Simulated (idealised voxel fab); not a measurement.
A process module follows: voxel gate over fins.
Section shown: cut. Width: 165 nm. Cell size: 5 nm, square.
Throughout this document, each cross-section is represented as a grid of square cells and is presented as a sequence of bands enumerated from the top downward, where a band comprises one or more rows of cells. Each band's line starts with the height of the band's top and of its bottom, in nm. Then come its materials from left to right, each with its width in nm. One material with "everywhere" fills the band from edge to edge. "blank" is empty space. The reference from which all heights are counted is 0, the level beneath which the as-received wafer is entirely one material; the lowest band, having no lower bound, proceeds downward and is written after the example "0 nm and below". Note: "30..40" means the width goes from the first number (top row of the band) to the second number (bottom row) in equal steps per row of cells. "stayed the same" after a step means that no cell of the cross-section changed. So "Sealed cavities" is basically the list of trapped voids: any empty space of 8 cells or more that can't reach the top through an opening. They're written width x height at distance, the distance being from the left edge, and it's all nm. What comes after the settings on a step's line is commentary from the simulator itself on that step. Among the settings permitted on a step's line is "overlay nm"; applied to a step with a mask, it specifies the extent to which the mask lay to the right of its planned position, whereas a negative figure signifies a position to the left.
List of planned process steps
step 1: op RECEIVE | material Si
step 2: op CONFORMAL_DEP | material SiN | thk nm 5
step 3: op DIRECTIONAL_DEP | material aC | thk nm 15
step 4: op PATTERN | tone cover | mask id FINS | material resist | width nm 15 | pitch nm 40 | thk nm 35 | overlay nm 0
step 5: op DIRECTIONAL_ETCH | etch materials aC | depth nm 15
step 6: op STRIP | etch materials resist
step 7: op DIRECTIONAL_ETCH | etch materials SiN | depth nm 5
step 8: op DIRECTIONAL_ETCH | etch materials Si | depth nm 35
step 9: op STRIP | etch materials aC
step 10: op FILL_DEP | material SiO2 | thk nm 5
step 11: op CMP | height nm 5
step 12: op SELECTIVE_ETCH | etch materials SiO2 | depth nm 15
step 13: op STRIP | etch materials SiN
step 14: op CONFORMAL_DEP | material HfO2 | thk nm 5
step 15: op CONFORMAL_DEP | material TiN | thk nm 5
step 16: op FILL_DEP | material W | thk nm 15
step 17: op CMP | height nm 20
step 18: op CONFORMAL_DEP | material SiN | thk nm 10
Cross-section: wafer on arrival = after step 1
0 nm and below  Si everywhere
Sealed cavities: none
Figure: cross-sectional view of the wafer upon completion of the module, processed from the initial state and according to the plan depicted above, with one error introduced during execution
30 nm to 20 nm  SiN everywhere
20 nm to 10 nm  W everywhere
10 nm to 5 nm  TiN everywhere
5 nm to 0 nm  HfO2 (20)  TiN (5)  HfO2 (35)  TiN (5)  HfO2 (35)  TiN (5)  HfO2 (35)  TiN (5)  HfO2 (20)
0 nm to -5 nm  Si (15)  HfO2 (5)  TiN (5)  HfO2 (5)  Si (25)  HfO2 (5)  TiN (5)  HfO2 (5)  Si (25)  HfO2 (5)  TiN (5)  HfO2 (5)  Si (25)  HfO2 (5)  TiN (5)  HfO2 (5)  Si (15)
-5 nm to -10 nm  Si (15)  HfO2 (15)  Si (25)  HfO2 (15)  Si (25)  HfO2 (15)  Si (25)  HfO2 (15)  Si (15)
-10 nm to -35 nm  Si (15)  SiO2 (15)  Si (25)  SiO2 (15)  Si (25)  SiO2 (15)  Si (25)  SiO2 (15)  Si (15)
-35 nm and below  Si everywhere
Sealed cavities: none
Processing error: step 4 was not run as planned; what actually ran was op PATTERN | tone open | mask id FINS | material resist | width nm 15 | pitch nm 40 | thk nm 35 | overlay nm 0
